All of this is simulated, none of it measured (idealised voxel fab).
This section sets out a process module, namely voxel fin reveal.
Xsec cut, 190 nm wide, square cell size 5 nm.
Format of a cross-section: grid, square cells. Given as bands. Order: top down. Band: one or more rows of cells. A band entry consists of two parts. The first gives the height of the band's top and the height of its bottom, in nm. The rest lists the band's materials from left to right, each with its width in nm. A single material labelled with the word "all across" fills the band from edge to edge, and the word "empty" marks empty space. Zero point of the height axis is 0; under it, received wafer = one material. Lowest band: continues down indefinitely, "0 down". Per-row width for "30->40": begins at first number (top row of band), ends at second number (bottom row), increment between rows held constant. "nothing altered" -> step changed no cross-section cell. Reported under the label "Enclosed cavities" are the empty spaces having no open way to the top and comprising 8 cells or more; the notation for each is width x height at distance, in which the distance is measured from the left edge and all three values are in nm. The remark found on a step's line after its settings is issued by the simulator itself and pertains to that step. overlay nm: for a step with a mask, the amount by which the mask lay right of where it was planned; a negative amount means left of it.
**So here's the lineup of process steps we planned**
1 RECEIVE [material Si]
2 CONFORMAL_DEP [material SiN] [thk nm 5]
3 PATTERN [tone cover] [mask id FINS] [material resist] [width nm 15] [pitch nm 45] [thk nm 20] [overlay nm 0]
4 DIRECTIONAL_ETCH [etch materials SiN] [depth nm 5]
5 DIRECTIONAL_ETCH [etch materials Si] [depth nm 35]
6 STRIP [etch materials resist]
7 OXIDIZE [depth nm 5]
8 FILL_DEP [material SiO2] [thk nm 5]
9 CMP [height nm 5]
10 SELECTIVE_ETCH [etch materials SiO2] [depth nm 15]
11 STRIP [etch materials SiN]
12 CONFORMAL_DEP [material SiO2] [thk nm 5]
**First of two wafers, processed according to plan**
**As-received state of the wafer in cross-section, equivalent to post-step 1**
> 0 down = Si all across
> Enclosed cavities: none
**After step 2: wafer cross-section**
> 5 to 0 = SiN all across
> Unchanged below 0.
**After step 3: wafer cross-section**
> 25 to 5 = empty=20 / resist=15 / empty=30 / resist=15 / empty=30 / resist=15 / empty=30 / resist=15 / empty=20
> Unchanged below 5.
**After step 4: wafer cross-section**
> 25 to 5 = empty=20 / resist=15 / empty=30 / resist=15 / empty=30 / resist=15 / empty=30 / resist=15 / empty=20
> 5 to 0 = empty=20 / SiN=15 / empty=30 / SiN=15 / empty=30 / SiN=15 / empty=30 / SiN=15 / empty=20
> Unchanged below 0.
**After step 5: wafer cross-section**
> 25 to 5 = empty=20 / resist=15 / empty=30 / resist=15 / empty=30 / resist=15 / empty=30 / resist=15 / empty=20
> 5 to 0 = empty=20 / SiN=15 / empty=30 / SiN=15 / empty=30 / SiN=15 / empty=30 / SiN=15 / empty=20
> 0 to -35 = empty=20 / Si=15 / empty=30 / Si=15 / empty=30 / Si=15 / empty=30 / Si=15 / empty=20
> Unchanged below -35.
**After step 6: wafer cross-section**
> 5 to 0 = empty=20 / SiN=15 / empty=30 / SiN=15 / empty=30 / SiN=15 / empty=30 / SiN=15 / empty=20
> Unchanged below 0.
**After step 7: wafer cross-section**
> 5 to 0 = empty=20 / SiN=15 / empty=30 / SiN=15 / empty=30 / SiN=15 / empty=30 / SiN=15 / empty=20
> 0 to -35 = empty=20 / SiO2=5 / Si=5 / SiO2=5 / empty=30 / SiO2=5 / Si=5 / SiO2=5 / empty=30 / SiO2=5 / Si=5 / SiO2=5 / empty=30 / SiO2=5 / Si=5 / SiO2=5 / empty=20
> -35 to -40 = SiO2=25 / Si=5 / SiO2=40 / Si=5 / SiO2=40 / Si=5 / SiO2=40 / Si=5 / SiO2=25
> Unchanged below -40.
**After step 8: wafer cross-section**
> 10 to 5 = SiO2 all across
> 5 to 0 = SiO2=20 / SiN=15 / SiO2=30 / SiN=15 / SiO2=30 / SiN=15 / SiO2=30 / SiN=15 / SiO2=20
> 0 to -40 = SiO2=25 / Si=5 / SiO2=40 / Si=5 / SiO2=40 / Si=5 / SiO2=40 / Si=5 / SiO2=25
> Unchanged below -40.
**After step 9: wafer cross-section**
> 5 to 0 = SiO2=20 / SiN=15 / SiO2=30 / SiN=15 / SiO2=30 / SiN=15 / SiO2=30 / SiN=15 / SiO2=20
> Unchanged below 0.
**After step 10: wafer cross-section**
> 5 to 0 = empty=20 / SiN=15 / empty=30 / SiN=15 / empty=30 / SiN=15 / empty=30 / SiN=15 / empty=20
> 0 to -10 = empty=25 / Si=5 / empty=40 / Si=5 / empty=40 / Si=5 / empty=40 / Si=5 / empty=25
> Unchanged below -10.
**After step 11: wafer cross-section**
> 0 to -10 = empty=25 / Si=5 / empty=40 / Si=5 / empty=40 / Si=5 / empty=40 / Si=5 / empty=25
> Unchanged below -10.
**After step 12: wafer cross-section**
> 5 to 0 = empty=20 / SiO2=15 / empty=30 / SiO2=15 / empty=30 / SiO2=15 / empty=30 / SiO2=15 / empty=20
> 0 to -5 = empty=20 / SiO2=5 / Si=5 / SiO2=5 / empty=30 / SiO2=5 / Si=5 / SiO2=5 / empty=30 / SiO2=5 / Si=5 / SiO2=5 / empty=30 / SiO2=5 / Si=5 / SiO2=5 / empty=20
> -5 to -40 = SiO2=25 / Si=5 / SiO2=40 / Si=5 / SiO2=40 / Si=5 / SiO2=40 / Si=5 / SiO2=25
> Unchanged below -40.
**Regarding the second of the two wafers: it shared the first wafer's starting condition and process plan, yet one error occurred during its execution. Its history coincides with that of the first wafer up to and including step 9**
**Here is the second wafer in cross-section at the point where step 10 of the plan should have been done**
> 5 to 0 = SiO2=20 / empty=15 / SiO2=30 / empty=15 / SiO2=30 / empty=15 / SiO2=30 / empty=15 / SiO2=20
> Unchanged below 0.
**Here is the second wafer in cross-section at the point where step 11 of the plan should have been done**
> 0 to -10 = empty=25 / Si=5 / empty=40 / Si=5 / empty=40 / Si=5 / empty=40 / Si=5 / empty=25
> -10 to -15 = SiO2=5 / empty=20 / Si=5 / empty=40 / Si=5 / empty=40 / Si=5 / empty=40 / Si=5 / empty=20 / SiO2=5
> Unchanged below -15.
**Here is the second wafer in cross-section at the point where step 12 of the plan should have been done**
> 5 to 0 = empty=20 / SiO2=15 / empty=30 / SiO2=15 / empty=30 / SiO2=15 / empty=30 / SiO2=15 / empty=20
> 0 to -5 = empty=20 / SiO2=5 / Si=5 / SiO2=5 / empty=30 / SiO2=5 / Si=5 / SiO2=5 / empty=30 / SiO2=5 / Si=5 / SiO2=5 / empty=30 / SiO2=5 / Si=5 / SiO2=5 / empty=20
> -5 to -10 = SiO2=10 / empty=10 / SiO2=5 / Si=5 / SiO2=5 / empty=30 / SiO2=5 / Si=5 / SiO2=5 / empty=30 / SiO2=5 / Si=5 / SiO2=5 / empty=30 / SiO2=5 / Si=5 / SiO2=5 / empty=10 / SiO2=10
> -10 to -40 = SiO2=25 / Si=5 / SiO2=40 / Si=5 / SiO2=40 / Si=5 / SiO2=40 / Si=5 / SiO2=25
> Unchanged below -40.
Finding, execution versus plan: plan vs actual: 10 and 11 interchanged
The closing comparison, in cells, has the second wafer with more or fewer of some materials than the first: 22 fewer of SiO2
